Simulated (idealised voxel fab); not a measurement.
process module | voxel self aligned vias
cross-section cut | 155 nm wide | cells 5 nm
A cross-section is a grid of square cells, given in bands from the top down. A band is one or more rows of cells.
Each band's line starts with the height of the band's top and of its bottom, in nm. Then come its materials from left to right, each with its width in nm. One material with "throughout" fills the band from edge to edge. "air" is empty space.
Height 0 is the level under which the wafer as received is all one material. The lowest band goes on downwards, as in "0 down".
A width such as "30 to 40" changes by the same amount from each row of cells to the next, from the band's top row to its bottom row.
"no change" after a step means that no cell of the cross-section changed.
closed voids: empty space of 8 cells or more with no open way to the top, each as width x height at its distance from the left edge, in nm
after a step's settings: what the simulator itself notes on the step
overlay nm, on a step with a mask: how far to the right of its planned place the mask lay; to the left if negative
plan
1 op RECEIVE | material Si
2 op CONFORMAL_DEP | material SiO2 | thk nm 15
3 op CONFORMAL_DEP | material SiCN | thk nm 5
4 op DIRECTIONAL_DEP | material SiO2 | thk nm 25
5 op PATTERN | tone open | mask id LINES | material resist | width nm 30 | pitch nm 55 | thk nm 15 | overlay nm 0
6 op DIRECTIONAL_ETCH | etch materials SiO2 | depth nm 25
7 op STRIP | etch materials resist
8 op CONFORMAL_DEP | material TiN | thk nm 5
9 op FILL_DEP | material W | thk nm 10
10 op CMP | height nm 45
11 op SELECTIVE_ETCH | etch materials W Ru TiN | depth nm 5
12 op FILL_DEP | material SiN | thk nm 10
13 op CMP | height nm 45
14 op DIRECTIONAL_DEP | material SiO2 | thk nm 15
15 op MASKED_ETCH | tone open | mask id VIAS | width nm 40 | pitch nm 55 | etch materials SiO2 | depth nm 15 | overlay nm 0
16 op MASKED_ETCH | tone open | mask id VIAS | width nm 40 | pitch nm 55 | etch materials SiN | depth nm 5 | overlay nm 0
17 op CONFORMAL_DEP | material TiN | thk nm 5
18 op FILL_DEP | material Ru | thk nm 10
19 op CMP | height nm 60
20 op CONFORMAL_DEP | material SiCN | thk nm 5
varied across the wafers: thk nm of step 20. The plan shows the first wafer's value. All wafers start alike
first wafer as received, after step 1
  0 down: Si throughout
  closed voids: none
first wafer at the end, after step 20
  65 to 60: SiCN throughout
  60 to 50: SiO2 30 | TiN 5 | Ru 30 | TiN 5 | SiO2 15 | TiN 5 | Ru 30 | TiN 5 | SiO2 30
  50 to 45: SiO2 30 | TiN 10 | Ru 20 | TiN 10 | SiO2 15 | TiN 10 | Ru 20 | TiN 10 | SiO2 30
  45 to 40: SiO2 35 | TiN 30 | SiO2 25 | TiN 30 | SiO2 35
  40 to 25: SiO2 35 | TiN 5 | W 20 | TiN 5 | SiO2 25 | TiN 5 | W 20 | TiN 5 | SiO2 35
  25 to 20: SiO2 35 | TiN 30 | SiO2 25 | TiN 30 | SiO2 35
  20 to 15: SiCN throughout
  15 to 0: SiO2 throughout
  0 down: Si throughout
  closed voids: none
last wafer at the end
  80 to 60: SiCN throughout
  60 to 50: SiO2 30 | TiN 5 | Ru 30 | TiN 5 | SiO2 15 | TiN 5 | Ru 30 | TiN 5 | SiO2 30
  50 to 45: SiO2 30 | TiN 10 | Ru 20 | TiN 10 | SiO2 15 | TiN 10 | Ru 20 | TiN 10 | SiO2 30
  45 to 40: SiO2 35 | TiN 30 | SiO2 25 | TiN 30 | SiO2 35
  40 to 25: SiO2 35 | TiN 5 | W 20 | TiN 5 | SiO2 25 | TiN 5 | W 20 | TiN 5 | SiO2 35
  25 to 20: SiO2 35 | TiN 30 | SiO2 25 | TiN 30 | SiO2 35
  20 to 15: SiCN throughout
  15 to 0: SiO2 throughout
  0 down: Si throughout
  closed voids: none
each wafer at the end: cells of each material gained (+) or lost (-) since it was received, then its closed voids
thk nm 5 | +32 Ru | +62 SiCN | +233 SiO2 | +52 TiN | +24 W | closed voids: none
thk nm 10 | +32 Ru | +93 SiCN | +233 SiO2 | +52 TiN | +24 W | closed voids: none
thk nm 15 | +32 Ru | +124 SiCN | +233 SiO2 | +52 TiN | +24 W | closed voids: none
thk nm 20 | +32 Ru | +155 SiCN | +233 SiO2 | +52 TiN | +24 W | closed voids: none
